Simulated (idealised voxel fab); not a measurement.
voxel lift off: a process module
Displayed cross-section: cut, width of 285 nm, square cells sized 5 nm.
The cross-sections in this document take the form of a grid made of square cells. They are written out as bands, in order from top to bottom. Each band consists of one or more rows of cells. Read a band's entry like this: the first values are the height of its top and the height of its bottom in nm, and what follows is the sequence of materials from left to right, each with its width in nm. Note that "air" is empty space, and that a single material marked "all across" reaches across the band from edge to edge. Convention: height 0 is the level below which the wafer, as received, is all one material. The lowest band does not terminate at the bottom but continues downward, represented as "0 down". Think of "30 to 40" as a width that walks from the first number to the second as you go down the band, top row to bottom row, taking equal-sized steps from row to row. Step marked "identical to before"? Then no cell in the cross-section changed in it. Completely enclosed voids: empty space of 8 cells or more with no open way to the top, each as width x height at its distance from the left edge, in nm. Formally, on a step line, whatever follows the settings is a remark that the simulator itself makes on the step. "overlay nm", when on a step's line for a step with a mask, measures how far to the right of its planned place the mask lay; a negative measure means to the left.

The steps planned for the process are as follows:
| 1 | RECEIVE | material Si |
| 2 | CONFORMAL_DEP | material SiO2 | thk nm 15 |
| 3 | PATTERN | tone open | mask id LINES | material resist | width nm 25 | pitch nm 40 | thk nm 20 | overlay nm 0 |
| 4 | DIRECTIONAL_DEP | material Ru | thk nm 10 |
| 5 | STRIP | etch materials resist |
| 6 | CONFORMAL_DEP | material SiN | thk nm 10 |

The first of two wafers, run as planned:

Here's what the wafer looked like in cross-section when it arrived - that's after step 1:
	0 down = Si all across
	Completely enclosed voids: none

The following cross-section depicts the wafer upon completion of step 2:
	15 to 0 = SiO2 all across
	Under 0: no change, same as before.

The following cross-section depicts the wafer upon completion of step 3:
	35 to 15 = 110 nm resist  25 nm air  15 nm resist  25 nm air  110 nm resist
	Under 15: no change, same as before.

The following cross-section depicts the wafer upon completion of step 4:
	45 to 35 = 110 nm Ru  25 nm air  15 nm Ru  25 nm air  110 nm Ru
	35 to 25 = 110 nm resist  25 nm air  15 nm resist  25 nm air  110 nm resist
	25 to 15 = 110 nm resist  25 nm Ru  15 nm resist  25 nm Ru  110 nm resist
	Under 15: no change, same as before.

The following cross-section depicts the wafer upon completion of step 5:
	25 to 15 = 110 nm air  25 nm Ru  15 nm air  25 nm Ru  110 nm air
	Under 15: no change, same as before.

The following cross-section depicts the wafer upon completion of step 6:
	35 to 25 = 100 nm air  85 nm SiN  100 nm air
	25 to 15 = 110 nm SiN  25 nm Ru  15 nm SiN  25 nm Ru  110 nm SiN
	Under 15: no change, same as before.

Second wafer. Start and plan as for the first. One mistake made in running. Agrees with the first up to and including step 2:

Cross-sectional view of the second wafer at the intended end time of process step 3:
	35 to 15 = 115 nm resist  20 nm air  20 nm resist  20 nm air  110 nm resist
	Under 15: no change, same as before.

Cross-sectional view of the second wafer at the intended end time of process step 4:
	45 to 35 = 115 nm Ru  20 nm air  20 nm Ru  20 nm air  110 nm Ru
	35 to 25 = 115 nm resist  20 nm air  20 nm resist  20 nm air  110 nm resist
	25 to 15 = 115 nm resist  20 nm Ru  20 nm resist  20 nm Ru  110 nm resist
	Under 15: no change, same as before.

Cross-sectional view of the second wafer at the intended end time of process step 5:
	25 to 15 = 115 nm air  20 nm Ru  20 nm air  20 nm Ru  110 nm air
	Under 15: no change, same as before.

Cross-sectional view of the second wafer at the intended end time of process step 6:
	35 to 25 = 105 nm air  80 nm SiN  100 nm air
	25 to 15 = 115 nm SiN  20 nm Ru  20 nm SiN  20 nm Ru  110 nm SiN
	Under 15: no change, same as before.
Deviation noted in wafer processing: step 3 went in with a setting other than planned; the actual run was PATTERN | tone open | mask id LINES | material resist | width nm 20 | pitch nm 40 | thk nm 20 | overlay nm 0
In the final state, the cell counts of the second wafer exceed or fall short of those of the first for the following materials: Ru: 4 fewer | SiN: 2 more
